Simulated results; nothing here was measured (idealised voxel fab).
The name of this process module is voxel capacitor over wiring.
For reference, the cross-section in this document is cut, with width 245 nm and square cells of 5 nm.
Format of a cross-section: grid, square cells. Given as bands. Order: top down. Band: one or more rows of cells. Heads up on the band format: heights come first, top then bottom, in nm. After that it's the materials left to right, each with its width in nm. A single material flagged "all across" fills the whole band edge to edge, and "blank" means there's empty space there. Counting heights begins at 0, where everything beneath is, in the wafer as received, one material. The lowest band has no bottom; it goes on downwards, as "top 0, no bottom" shows. Per-row width for "30..40": begins at first number (top row of band), ends at second number (bottom row), increment between rows held constant. Key: "remains unaltered" - step with no changed cell in the cross-section. Completely enclosed voids: empty space of 8 cells or more with no open way to the top, each as width x height at its distance from the left edge, in nm. The remark found on a step's line after its settings is issued by the simulator itself and pertains to that step. overlay nm: mask right of planned place by this much (step with mask). Neg. = left.
These are the steps we planned for the process:
| 1 | op RECEIVE | material Si |
| 2 | op CONFORMAL_DEP | material SiO2 | thk nm 10 |
| 3 | op CONFORMAL_DEP | material SiN | thk nm 5 |
| 4 | op DIRECTIONAL_DEP | material SiO2 | thk nm 15 |
| 5 | op DIRECTIONAL_DEP | material aC | thk nm 15 |
| 6 | op PATTERN | tone open | mask id METAL_1 | material resist | width nm 25 | pitch nm 75 | thk nm 30 | overlay nm 0 |
| 7 | op DIRECTIONAL_ETCH | etch materials aC | depth nm 15 |
| 8 | op STRIP | etch materials resist |
| 9 | op DIRECTIONAL_ETCH | etch materials SiO2 | depth nm 15 |
| 10 | op DIRECTIONAL_ETCH | etch materials SiN | depth nm 5 |
| 11 | op STRIP | etch materials aC |
| 12 | op CONFORMAL_DEP | material TiN | thk nm 5 |
| 13 | op FILL_DEP | material Cu | thk nm 5 |
| 14 | op CMP | height nm 30 |
| 15 | op CONFORMAL_DEP | material SiCN | thk nm 5 |
| 16 | op DIRECTIONAL_DEP | material lowk | thk nm 15 |
| 17 | op PATTERN | tone open | mask id PLUG_1 | material resist | width nm 15 | thk nm 20 | overlay nm 0 |
| 18 | op DIRECTIONAL_ETCH | etch materials lowk | depth nm 15 |
| 19 | op DIRECTIONAL_ETCH | etch materials SiCN | depth nm 5 |
| 20 | op STRIP | etch materials resist |
| 21 | op CONFORMAL_DEP | material TiN | thk nm 5 |
| 22 | op FILL_DEP | material Ru | thk nm 10 |
| 23 | op CMP | height nm 50 |
| 24 | op DIRECTIONAL_DEP | material TiN | thk nm 10 |
| 25 | op DIRECTIONAL_DEP | material HfO2 | thk nm 5 |
| 26 | op DIRECTIONAL_DEP | material TiN | thk nm 10 |
| 27 | op MASKED_ETCH | tone cover | mask id UPPER_PLATE | width nm 55 | etch materials TiN | depth nm 10 | overlay nm 0 |
| 28 | op MASKED_ETCH | tone cover | mask id UPPER_PLATE | width nm 55 | etch materials HfO2 | depth nm 5 | overlay nm 0 |
| 29 | op PATTERN | tone cover | mask id LOWER_PLATE | material resist | width nm 65 | thk nm 20 | overlay nm 0 |
| 30 | op DIRECTIONAL_ETCH | etch materials TiN | depth nm 10 |
| 31 | op STRIP | etch materials resist |
| 32 | op FILL_DEP | material SiO2 | thk nm 15 |
| 33 | op CMP | height nm 85 |
| 34 | op DIRECTIONAL_DEP | material aC | thk nm 10 |
| 35 | op PATTERN | tone open | mask id PLUG_2 | material resist | width nm 15 | thk nm 30 | overlay nm 0 |
| 36 | op DIRECTIONAL_ETCH | etch materials aC | depth nm 10 |
| 37 | op STRIP | etch materials resist |
| 38 | op DIRECTIONAL_ETCH | etch materials SiO2 | depth nm 10 |
| 39 | op STRIP | etch materials aC |
| 40 | op CONFORMAL_DEP | material TiN | thk nm 5 |
| 41 | op FILL_DEP | material Ru | thk nm 10 |
| 42 | op CMP | height nm 85 |
| 43 | op CONFORMAL_DEP | material SiN | thk nm 5 |
First of two wafers: run as planned:
As received (post step 1): cross-section:
- top 0, no bottom | Si all across
- Completely enclosed voids: none
After step 2, in cross-section:
- top 10, bottom 0 | SiO2 all across
- Below 0, the layers are the same as they were.
After step 3, in cross-section:
- top 15, bottom 10 | SiN all across
- Below 10, the layers are the same as they were.
After step 4, in cross-section:
- top 30, bottom 15 | SiO2 all across
- Below 15, the layers are the same as they were.
After step 5, in cross-section:
- top 45, bottom 30 | aC all across
- Below 30, the layers are the same as they were.
After step 6, in cross-section:
- top 75, bottom 45 | resist: 70; blank: 25; resist: 50; blank: 25; resist: 75
- Below 45, the layers are the same as they were.
After step 7, in cross-section:
- top 60, bottom 45 | resist: 70; blank: 25; resist: 50; blank: 25; resist: 75
- top 45, bottom 30 | aC: 70; blank: 25; aC: 50; blank: 25; aC: 75
- Below 30, the layers are the same as they were.
After step 8, in cross-section:
- top 45, bottom 30 | aC: 70; blank: 25; aC: 50; blank: 25; aC: 75
- Below 30, the layers are the same as they were.
After step 9, in cross-section:
- top 45, bottom 30 | aC: 70; blank: 25; aC: 50; blank: 25; aC: 75
- top 30, bottom 15 | SiO2: 70; blank: 25; SiO2: 50; blank: 25; SiO2: 75
- Below 15, the layers are the same as they were.
After step 10, in cross-section:
- top 45, bottom 30 | aC: 70; blank: 25; aC: 50; blank: 25; aC: 75
- top 30, bottom 15 | SiO2: 70; blank: 25; SiO2: 50; blank: 25; SiO2: 75
- top 15, bottom 10 | SiN: 70; blank: 25; SiN: 50; blank: 25; SiN: 75
- Below 10, the layers are the same as they were.
After step 11, in cross-section:
- top 30, bottom 15 | SiO2: 70; blank: 25; SiO2: 50; blank: 25; SiO2: 75
- Below 15, the layers are the same as they were.
After step 12, in cross-section:
- top 35, bottom 30 | TiN: 75; blank: 15; TiN: 60; blank: 15; TiN: 80
- top 30, bottom 15 | SiO2: 70; TiN: 5; blank: 15; TiN: 5; SiO2: 50; TiN: 5; blank: 15; TiN: 5; SiO2: 75
- top 15, bottom 10 | SiN: 70; TiN: 25; SiN: 50; TiN: 25; SiN: 75
- Below 10, the layers are the same as they were.
After step 13, in cross-section:
- top 40, bottom 35 | Cu all across
- top 35, bottom 30 | TiN: 75; Cu: 15; TiN: 60; Cu: 15; TiN: 80
- top 30, bottom 15 | SiO2: 70; TiN: 5; Cu: 15; TiN: 5; SiO2: 50; TiN: 5; Cu: 15; TiN: 5; SiO2: 75
- Below 15, the layers are the same as they were.
After step 14, in cross-section:
- top 30, bottom 15 | SiO2: 70; TiN: 5; Cu: 15; TiN: 5; SiO2: 50; TiN: 5; Cu: 15; TiN: 5; SiO2: 75
- Below 15, the layers are the same as they were.
After step 15, in cross-section:
- top 35, bottom 30 | SiCN all across
- Below 30, the layers are the same as they were.
After step 16, in cross-section:
- top 50, bottom 35 | lowk all across
- Below 35, the layers are the same as they were.
After step 17, in cross-section:
- top 70, bottom 50 | resist: 80; blank: 15; resist: 150
- Below 50, the layers are the same as they were.
After step 18, in cross-section:
- top 70, bottom 50 | resist: 80; blank: 15; resist: 150
- top 50, bottom 35 | lowk: 80; blank: 15; lowk: 150
- Below 35, the layers are the same as they were.
After step 19, in cross-section:
- top 70, bottom 50 | resist: 80; blank: 15; resist: 150
- top 50, bottom 35 | lowk: 80; blank: 15; lowk: 150
- top 35, bottom 30 | SiCN: 80; blank: 15; SiCN: 150
- Below 30, the layers are the same as they were.
After step 20, in cross-section:
- top 50, bottom 35 | lowk: 80; blank: 15; lowk: 150
- Below 35, the layers are the same as they were.
After step 21, in cross-section:
- top 55, bottom 50 | TiN: 85; blank: 5; TiN: 155
- top 50, bottom 35 | lowk: 80; TiN: 5; blank: 5; TiN: 5; lowk: 150
- top 35, bottom 30 | SiCN: 80; TiN: 15; SiCN: 150
- Below 30, the layers are the same as they were.
After step 22, in cross-section:
- top 65, bottom 55 | Ru all across
- top 55, bottom 50 | TiN: 85; Ru: 5; TiN: 155
- top 50, bottom 35 | lowk: 80; TiN: 5; Ru: 5; TiN: 5; lowk: 150
- Below 35, the layers are the same as they were.
After step 23, in cross-section:
- top 50, bottom 35 | lowk: 80; TiN: 5; Ru: 5; TiN: 5; lowk: 150
- Below 35, the layers are the same as they were.
After step 24, in cross-section:
- top 60, bottom 50 | TiN all across
- Below 50, the layers are the same as they were.
After step 25, in cross-section:
- top 65, bottom 60 | HfO2 all across
- Below 60, the layers are the same as they were.
After step 26, in cross-section:
- top 75, bottom 65 | TiN all across
- Below 65, the layers are the same as they were.
After step 27, in cross-section:
- top 75, bottom 65 | blank: 80; TiN: 55; blank: 110
- Below 65, the layers are the same as they were.
After step 28, in cross-section:
- top 75, bottom 65 | blank: 80; TiN: 55; blank: 110
- top 65, bottom 60 | blank: 80; HfO2: 55; blank: 110
- Below 60, the layers are the same as they were.
After step 29, in cross-section:
- top 95, bottom 75 | blank: 75; resist: 65; blank: 105
- top 75, bottom 65 | blank: 75; resist: 5; TiN: 55; resist: 5; blank: 105
- top 65, bottom 60 | blank: 75; resist: 5; HfO2: 55; resist: 5; blank: 105
- Below 60, the layers are the same as they were.
After step 30, in cross-section:
- top 95, bottom 75 | blank: 75; resist: 65; blank: 105
- top 75, bottom 65 | blank: 75; resist: 5; TiN: 55; resist: 5; blank: 105
- top 65, bottom 60 | blank: 75; resist: 5; HfO2: 55; resist: 5; blank: 105
- top 60, bottom 50 | blank: 75; TiN: 65; blank: 105
- Below 50, the layers are the same as they were.
After step 31, in cross-section:
- top 75, bottom 65 | blank: 80; TiN: 55; blank: 110
- top 65, bottom 60 | blank: 80; HfO2: 55; blank: 110
- Below 60, the layers are the same as they were.
After step 32, in cross-section:
- top 90, bottom 75 | SiO2 all across
- top 75, bottom 65 | SiO2: 80; TiN: 55; SiO2: 110
- top 65, bottom 60 | SiO2: 80; HfO2: 55; SiO2: 110
- top 60, bottom 50 | SiO2: 75; TiN: 65; SiO2: 105
- Below 50, the layers are the same as they were.
After step 33, in cross-section:
- top 85, bottom 75 | SiO2 all across
- Below 75, the layers are the same as they were.
After step 34, in cross-section:
- top 95, bottom 85 | aC all across
- Below 85, the layers are the same as they were.
After step 35, in cross-section:
- top 125, bottom 95 | resist: 90; blank: 15; resist: 140
- Below 95, the layers are the same as they were.
After step 36, in cross-section:
- top 115, bottom 95 | resist: 90; blank: 15; resist: 140
- top 95, bottom 85 | aC: 90; blank: 15; aC: 140
- Below 85, the layers are the same as they were.
After step 37, in cross-section:
- top 95, bottom 85 | aC: 90; blank: 15; aC: 140
- Below 85, the layers are the same as they were.
After step 38, in cross-section:
- top 95, bottom 85 | aC: 90; blank: 15; aC: 140
- top 85, bottom 75 | SiO2: 90; blank: 15; SiO2: 140
- Below 75, the layers are the same as they were.
After step 39, in cross-section:
- top 85, bottom 75 | SiO2: 90; blank: 15; SiO2: 140
- Below 75, the layers are the same as they were.
After step 40, in cross-section:
- top 90, bottom 85 | TiN: 95; blank: 5; TiN: 145
- top 85, bottom 80 | SiO2: 90; TiN: 5; blank: 5; TiN: 5; SiO2: 140
- top 80, bottom 75 | SiO2: 90; TiN: 15; SiO2: 140
- Below 75, the layers are the same as they were.
After step 41, in cross-section:
- top 100, bottom 90 | Ru all across
- top 90, bottom 85 | TiN: 95; Ru: 5; TiN: 145
- top 85, bottom 80 | SiO2: 90; TiN: 5; Ru: 5; TiN: 5; SiO2: 140
- Below 80, the layers are the same as they were.
After step 42, in cross-section:
- top 85, bottom 80 | SiO2: 90; TiN: 5; Ru: 5; TiN: 5; SiO2: 140
- Below 80, the layers are the same as they were.
After step 43, in cross-section:
- top 90, bottom 85 | SiN all across
- Below 85, the layers are the same as they were.
Second wafer. Start and plan as for the first. One mistake made in running. Agrees with the first up to and including step 34:
When step 35 should have ended:
- top 125, bottom 95 | blank: 90; resist: 15; blank: 140
- Below 95, the layers are the same as they were.
When step 36 should have ended:
- top 115, bottom 95 | blank: 90; resist: 15; blank: 140
- top 95, bottom 85 | blank: 90; aC: 15; blank: 140
- Below 85, the layers are the same as they were.
When step 37 should have ended:
- top 95, bottom 85 | blank: 90; aC: 15; blank: 140
- Below 85, the layers are the same as they were.
When step 38 should have ended:
- top 95, bottom 85 | blank: 90; aC: 15; blank: 140
- top 85, bottom 75 | blank: 90; SiO2: 15; blank: 140
- Below 75, the layers are the same as they were.
When step 39 should have ended:
- top 85, bottom 75 | blank: 90; SiO2: 15; blank: 140
- Below 75, the layers are the same as they were.
When step 40 should have ended:
- top 90, bottom 85 | blank: 85; TiN: 25; blank: 135
- top 85, bottom 80 | blank: 85; TiN: 5; SiO2: 15; TiN: 5; blank: 135
- top 80, bottom 75 | TiN: 90; SiO2: 15; TiN: 140
- Below 75, the layers are the same as they were.
When step 41 should have ended:
- top 100, bottom 90 | Ru all across
- top 90, bottom 85 | Ru: 85; TiN: 25; Ru: 135
- top 85, bottom 80 | Ru: 85; TiN: 5; SiO2: 15; TiN: 5; Ru: 135
- Below 80, the layers are the same as they were.
When step 42 should have ended:
- top 85, bottom 80 | Ru: 85; TiN: 5; SiO2: 15; TiN: 5; Ru: 135
- Below 80, the layers are the same as they were.
When step 43 should have ended:
- top 90, bottom 85 | SiN all across
- Below 85, the layers are the same as they were.
Here's what went sideways: step 35 ran with different settings than intended, the actual operation and settings being op PATTERN | tone cover | mask id PLUG_2 | material resist | width nm 15 | thk nm 30 | overlay nm 0
End of process, cell counts, second wafer against first, materials with more or fewer: +43 Ru, -86 SiO2, +43 TiN
